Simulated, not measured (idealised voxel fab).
The process module that follows is named voxel released beams.
The figure presents cross-section cut, which has a width of 270 nm and is divided into square cells with an edge length of 5 nm.
Heads up, the way a cross-section reads in here is a grid of square cells, handed over as bands from the top down, with every band being one or more rows of cells. Read a band's entry like this: the first values are the height of its top and the height of its bottom in nm, and what follows is the sequence of materials from left to right, each with its width in nm. Note that "empty" is empty space, and that a single material marked "throughout" reaches across the band from edge to edge. Heads up on the height convention: 0 is the point under which the incoming wafer is all one material, and the lowest band has no bottom, it just keeps going down, like "0 and below". When a width is written as two numbers, as in "30 to 40", the first number is the width in the top row of cells of the band and the second is the width in its bottom row, and the width changes by the same amount from each row to the next. Step note "everything unchanged" = no cross-section cell changed. "Completely sealed voids" - sealed voids, min. 8 cells, no opening to top; format: width x height at distance (distance from left edge; nm throughout). Post-settings text on a step line: simulator's own remark regarding the step. overlay nm: mask right of planned place by this much (step with mask). Neg. = left.

The following list gives the planned process steps
1. RECEIVE,material Si
2. CONFORMAL_DEP,material Al2O3,thk nm 10
3. DIRECTIONAL_DEP,material SiO2,thk nm 10
4. PATTERN,tone open,mask id ANCHOR,material resist,width nm 40,thk nm 20,overlay nm 0
5. DIRECTIONAL_ETCH,etch materials SiO2,depth nm 10
6. STRIP,etch materials resist
7. CONFORMAL_DEP,material SiN,thk nm 15
8. DIRECTIONAL_DEP,material aC,thk nm 15
9. PATTERN,tone cover,mask id BEAM,material resist,width nm 110,thk nm 35,overlay nm 0
10. DIRECTIONAL_ETCH,etch materials aC,depth nm 15
11. STRIP,etch materials resist
12. DIRECTIONAL_ETCH,etch materials SiN,depth nm 15
13. STRIP,etch materials aC
14. STRIP,etch materials SiO2

Of two wafers, the first: run according to plan

Cross-section of the wafer upon arrival, representing the state reached after step 1
  0 and below | Si throughout
  Completely sealed voids: none

Once step 2 is through, the wafer looks like this in cross-section
  10 down to 0 | Al2O3 throughout
  At heights below 0, the structure remains unaltered.

Once step 3 is through, the wafer looks like this in cross-section
  20 down to 10 | SiO2 throughout
  At heights below 10, the structure remains unaltered.

Once step 4 is through, the wafer looks like this in cross-section
  40 down to 20 | resist (80), then empty (40), then resist (150)
  At heights below 20, the structure remains unaltered.

Once step 5 is through, the wafer looks like this in cross-section
  40 down to 20 | resist (80), then empty (40), then resist (150)
  20 down to 10 | SiO2 (80), then empty (40), then SiO2 (150)
  At heights below 10, the structure remains unaltered.

Once step 6 is through, the wafer looks like this in cross-section
  20 down to 10 | SiO2 (80), then empty (40), then SiO2 (150)
  At heights below 10, the structure remains unaltered.

Once step 7 is through, the wafer looks like this in cross-section
  35 down to 25 | SiN (95), then empty (10), then SiN (165)
  25 down to 20 | SiN throughout
  20 down to 10 | SiO2 (80), then SiN (40), then SiO2 (150)
  At heights below 10, the structure remains unaltered.

Once step 8 is through, the wafer looks like this in cross-section
  50 down to 40 | aC (95), then empty (10), then aC (165)
  40 down to 35 | aC throughout
  35 down to 25 | SiN (95), then aC (10), then SiN (165)
  At heights below 25, the structure remains unaltered.

Once step 9 is through, the wafer looks like this in cross-section
  85 down to 50 | empty (75), then resist (110), then empty (85)
  50 down to 40 | aC (95), then resist (10), then aC (165)
  At heights below 40, the structure remains unaltered.

Once step 10 is through, the wafer looks like this in cross-section
  70 down to 50 | empty (75), then resist (110), then empty (85)
  50 down to 40 | empty (75), then aC (20), then resist (10), then aC (80), then empty (85)
  40 down to 35 | empty (75), then aC (110), then empty (85)
  At heights below 35, the structure remains unaltered.

Once step 11 is through, the wafer looks like this in cross-section
  50 down to 40 | empty (75), then aC (20), then empty (10), then aC (80), then empty (85)
  At heights below 40, the structure remains unaltered.

Once step 12 is through, the wafer looks like this in cross-section
  50 down to 40 | empty (75), then aC (20), then empty (10), then aC (80), then empty (85)
  40 down to 35 | empty (75), then aC (110), then empty (85)
  35 down to 25 | empty (75), then SiN (20), then aC (10), then SiN (80), then empty (85)
  25 down to 20 | empty (75), then SiN (110), then empty (85)
  At heights below 20, the structure remains unaltered.

Once step 13 is through, the wafer looks like this in cross-section
  35 down to 25 | empty (75), then SiN (20), then empty (10), then SiN (80), then empty (85)
  At heights below 25, the structure remains unaltered.

Once step 14 is through, the wafer looks like this in cross-section
  35 down to 25 | empty (75), then SiN (20), then empty (10), then SiN (80), then empty (85)
  25 down to 20 | empty (75), then SiN (110), then empty (85)
  20 down to 10 | empty (80), then SiN (40), then empty (150)
  At heights below 10, the structure remains unaltered.

Regarding the second of the two wafers: it shared the first wafer's starting condition and process plan, yet one error occurred during its execution. Its history coincides with that of the first wafer up to and including step 3

Cross-section of the second wafer corresponding to the planned conclusion of step 4
  40 down to 20 | resist (70), then empty (40), then resist (160)
  At heights below 20, the structure remains unaltered.

Cross-section of the second wafer corresponding to the planned conclusion of step 5
  40 down to 20 | resist (70), then empty (40), then resist (160)
  20 down to 10 | SiO2 (70), then empty (40), then SiO2 (160)
  At heights below 10, the structure remains unaltered.

Cross-section of the second wafer corresponding to the planned conclusion of step 6
  20 down to 10 | SiO2 (70), then empty (40), then SiO2 (160)
  At heights below 10, the structure remains unaltered.

Cross-section of the second wafer corresponding to the planned conclusion of step 7
  35 down to 25 | SiN (85), then empty (10), then SiN (175)
  25 down to 20 | SiN throughout
  20 down to 10 | SiO2 (70), then SiN (40), then SiO2 (160)
  At heights below 10, the structure remains unaltered.

Cross-section of the second wafer corresponding to the planned conclusion of step 8
  50 down to 40 | aC (85), then empty (10), then aC (175)
  40 down to 35 | aC throughout
  35 down to 25 | SiN (85), then aC (10), then SiN (175)
  At heights below 25, the structure remains unaltered.

Cross-section of the second wafer corresponding to the planned conclusion of step 9
  85 down to 50 | empty (75), then resist (110), then empty (85)
  50 down to 40 | aC (85), then resist (10), then aC (175)
  At heights below 40, the structure remains unaltered.

Cross-section of the second wafer corresponding to the planned conclusion of step 10
  70 down to 50 | empty (75), then resist (110), then empty (85)
  50 down to 40 | empty (75), then aC (10), then resist (10), then aC (90), then empty (85)
  40 down to 35 | empty (75), then aC (110), then empty (85)
  At heights below 35, the structure remains unaltered.

Cross-section of the second wafer corresponding to the planned conclusion of step 11
  50 down to 40 | empty (75), then aC (10), then empty (10), then aC (90), then empty (85)
  At heights below 40, the structure remains unaltered.

Cross-section of the second wafer corresponding to the planned conclusion of step 12
  50 down to 40 | empty (75), then aC (10), then empty (10), then aC (90), then empty (85)
  40 down to 35 | empty (75), then aC (110), then empty (85)
  35 down to 25 | empty (75), then SiN (10), then aC (10), then SiN (90), then empty (85)
  25 down to 20 | empty (75), then SiN (110), then empty (85)
  At heights below 20, the structure remains unaltered.

Cross-section of the second wafer corresponding to the planned conclusion of step 13
  35 down to 25 | empty (75), then SiN (10), then empty (10), then SiN (90), then empty (85)
  At heights below 25, the structure remains unaltered.

Cross-section of the second wafer corresponding to the planned conclusion of step 14
  35 down to 25 | empty (75), then SiN (10), then empty (10), then SiN (90), then empty (85)
  25 down to 20 | empty (75), then SiN (110), then empty (85)
  20 down to 10 | empty (70), then SiN (40), then empty (160)
  At heights below 10, the structure remains unaltered.
In executing the process, a mistake was made relative to the plan: it should be noted that step 4 was executed with settings other than those planned, the operation and settings actually applied being PATTERN,tone open,mask id ANCHOR,material resist,width nm 40,thk nm 20,overlay nm -10
At the end, each material covers as many cells on the second wafer as it does on the first, though the cells it covers are elsewhere.
